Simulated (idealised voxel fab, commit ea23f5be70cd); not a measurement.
A process module follows: voxel gate over fins.
FYI the section here is cut, 155 nm wide, cells are 5 nm squares.
Format of a cross-section: grid, square cells. Given as bands. Order: top down. Band: one or more rows of cells. Quick guide to a band line: top height, bottom height (nm) up front; then every material left to right with its width in nm. Only one material and it's marked "edge to edge"? Then it fills the band edge to edge. And "blank" just means empty space. Basically, 0 is our baseline, since under it the wafer straight out of the box is all one material. The bottom band has no lower end and keeps on going down, so it looks like "0 nm and below". Graded width ("30 to 40"): value in top row of band = first number; value in bottom row = second number; row-to-row change constant. "nothing was modified" means the step left every cell of the cross-section as it was. Entry "Sealed internal voids". Content: empty spaces with no open connection to the top, size 8 cells or greater. Each: width x height at distance. Distance: from left edge. Unit: nm. Heads up: the bit after the settings on a step's line is the simulator's remark on that step. The "overlay nm" setting may appear on a step's line; for a step that uses a mask, it gives how far to the right of its planned position the mask lay, and a negative value indicates the left.

**List of planned process steps**
1) RECEIVE | material Si
2) CONFORMAL_DEP | material SiN | thk nm 10
3) DIRECTIONAL_DEP | material aC | thk nm 10
4) PATTERN | tone cover | mask id FINS | material resist | width nm 15 | pitch nm 35 | thk nm 30 | overlay nm 0
5) DIRECTIONAL_ETCH | etch materials aC | depth nm 10
6) STRIP | etch materials resist
7) DIRECTIONAL_ETCH | etch materials SiN | depth nm 10
8) DIRECTIONAL_ETCH | etch materials Si | depth nm 40
9) STRIP | etch materials aC
10) FILL_DEP | material SiO2 | thk nm 10
11) CMP | height nm 10
12) SELECTIVE_ETCH | etch materials SiO2 | depth nm 25
13) STRIP | etch materials SiN
14) CONFORMAL_DEP | material HfO2 | thk nm 5
15) CONFORMAL_DEP | material TiN | thk nm 5
16) FILL_DEP | material W | thk nm 10
17) CMP | height nm 15
18) CONFORMAL_DEP | material SiN | thk nm 10

**Step 1 complete: cross-section of the wafer as received**
  0 nm and below | Si edge to edge
  Sealed internal voids: none

**Post-module cross-section: identical start and plan to those above, one misstep in execution**
  25 nm to 15 nm | SiN edge to edge
  15 nm to 5 nm | W edge to edge
  5 nm to 0 nm | 45 W; 25 TiN; 10 W; 25 TiN; 50 W
  0 nm to -10 nm | 45 W; 5 TiN; 15 Si; 5 TiN; 10 W; 5 TiN; 15 Si; 5 TiN; 50 W
  -10 nm to -15 nm | 50 TiN; 15 Si; 20 TiN; 15 Si; 55 TiN
  -15 nm to -40 nm | 50 SiO2; 15 Si; 20 SiO2; 15 Si; 55 SiO2
  -40 nm and below | Si edge to edge
  Sealed internal voids: none
Heads up, the wafer didn't run the way we planned it: with respect to the plan, step 14 was omitted and not executed
